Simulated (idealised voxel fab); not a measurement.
process module | voxel gate over fins
cross-section cut | 170 nm wide | cells 5 nm
A cross-section is a grid of square cells, given in bands from the top down. A band is one or more rows of cells.
Each band's line starts with the height of the band's top and of its bottom, in nm. Then come its materials from left to right, each with its width in nm. One material with "throughout" fills the band from edge to edge. "air" is empty space.
Height 0 is the level under which the wafer as received is all one material. The lowest band goes on downwards, as in "0 down".
A width such as "30 to 40" changes by the same amount from each row of cells to the next, from the band's top row to its bottom row.
"no change" after a step means that no cell of the cross-section changed.
closed voids: empty space of 8 cells or more with no open way to the top, each as width x height at its distance from the left edge, in nm
after a step's settings: what the simulator itself notes on the step
overlay nm, on a step with a mask: how far to the right of its planned place the mask lay; to the left if negative
plan
1 op RECEIVE | material Si
2 op CONFORMAL_DEP | material SiN | thk nm 5
3 op DIRECTIONAL_DEP | material aC | thk nm 10
4 op PATTERN | tone cover | mask id FINS | material resist | width nm 15 | pitch nm 55 | thk nm 30 | overlay nm 0
5 op DIRECTIONAL_ETCH | etch materials aC | depth nm 10
6 op STRIP | etch materials resist
7 op DIRECTIONAL_ETCH | etch materials SiN | depth nm 5
8 op DIRECTIONAL_ETCH | etch materials Si | depth nm 30
9 op STRIP | etch materials aC
10 op OXIDIZE | depth nm 5
11 op FILL_DEP | material SiO2 | thk nm 5
12 op CMP | height nm 5
13 op MASKED_ETCH | tone open | mask id RAIL | width nm 15 | etch materials SiO2 | depth nm 30 | overlay nm 0
14 op CONFORMAL_DEP | material TiN | thk nm 5
15 op FILL_DEP | material W | thk nm 5
16 op CMP | height nm 5
17 op SELECTIVE_ETCH | etch materials W Ru TiN | depth nm 25
18 op FILL_DEP | material SiO2 | thk nm 5
19 op CMP | height nm 5
20 op SELECTIVE_ETCH | etch materials SiO2 | depth nm 20
21 op STRIP | etch materials SiN
22 op CONFORMAL_DEP | material HfO2 | thk nm 5
23 op CONFORMAL_DEP | material TiN | thk nm 5
24 op FILL_DEP | material W | thk nm 15
25 op CMP | height nm 20
26 op CONFORMAL_DEP | material SiN | thk nm 10
as received, after step 1
  0 down: Si throughout
  closed voids: none
first wafer at the end, as planned
  30 to 20: SiN throughout
  20 to 10: W throughout
  10 to 5: W 15 | TiN 25 | W 30 | TiN 25 | W 30 | TiN 25 | W 20
  5 to 0: W 15 | TiN 5 | HfO2 15 | TiN 5 | W 30 | TiN 5 | HfO2 15 | TiN 5 | W 30 | TiN 5 | HfO2 15 | TiN 5 | W 20
  0 to -5: W 15 | TiN 5 | HfO2 5 | Si 5 | HfO2 5 | TiN 5 | W 30 | TiN 5 | HfO2 5 | Si 5 | HfO2 5 | TiN 5 | W 30 | TiN 5 | HfO2 5 | Si 5 | HfO2 5 | TiN 5 | W 20
  -5 to -10: TiN 20 | HfO2 5 | Si 5 | HfO2 5 | TiN 40 | HfO2 5 | Si 5 | HfO2 5 | TiN 40 | HfO2 5 | Si 5 | HfO2 5 | TiN 25
  -10 to -15: HfO2 25 | Si 5 | HfO2 50 | Si 5 | HfO2 50 | Si 5 | HfO2 30
  -15 to -20: SiO2 25 | Si 5 | SiO2 50 | Si 5 | SiO2 50 | Si 5 | SiO2 30
  -20 to -25: SiO2 25 | Si 5 | SiO2 15 | TiN 15 | SiO2 20 | Si 5 | SiO2 50 | Si 5 | SiO2 30
  -25 to -35: SiO2 25 | Si 5 | SiO2 50 | Si 5 | SiO2 50 | Si 5 | SiO2 30
  -35 down: Si throughout
  closed voids: none
second wafer at the end: like start, like plan, one mistake
  30 to 20: SiN throughout
  20 to 10: W throughout
  10 to 5: W 25 | TiN 25 | W 30 | TiN 25 | W 30 | TiN 25 | W 10
  5 to 0: W 25 | TiN 5 | HfO2 15 | TiN 5 | W 30 | TiN 5 | HfO2 15 | TiN 5 | W 30 | TiN 5 | HfO2 15 | TiN 5 | W 10
  0 to -5: W 25 | TiN 5 | HfO2 5 | Si 5 | HfO2 5 | TiN 5 | W 30 | TiN 5 | HfO2 5 | Si 5 | HfO2 5 | TiN 5 | W 30 | TiN 5 | HfO2 5 | Si 5 | HfO2 5 | TiN 5 | W 10
  -5 to -10: TiN 30 | HfO2 5 | Si 5 | HfO2 5 | TiN 40 | HfO2 5 | Si 5 | HfO2 5 | TiN 40 | HfO2 5 | Si 5 | HfO2 5 | TiN 15
  -10 to -15: HfO2 35 | Si 5 | HfO2 50 | Si 5 | HfO2 50 | Si 5 | HfO2 20
  -15 to -20: SiO2 35 | Si 5 | SiO2 50 | Si 5 | SiO2 50 | Si 5 | SiO2 20
  -20 to -25: SiO2 35 | Si 5 | SiO2 5 | TiN 15 | SiO2 30 | Si 5 | SiO2 50 | Si 5 | SiO2 20
  -25 to -35: SiO2 35 | Si 5 | SiO2 50 | Si 5 | SiO2 50 | Si 5 | SiO2 20
  -35 down: Si throughout
  closed voids: none
what went wrong: step 4 ran as: op PATTERN | tone cover | mask id FINS | material resist | width nm 15 | pitch nm 55 | thk nm 30 | overlay nm 10
at the end the second wafer has, in cells: as many of each material as the first, in other places
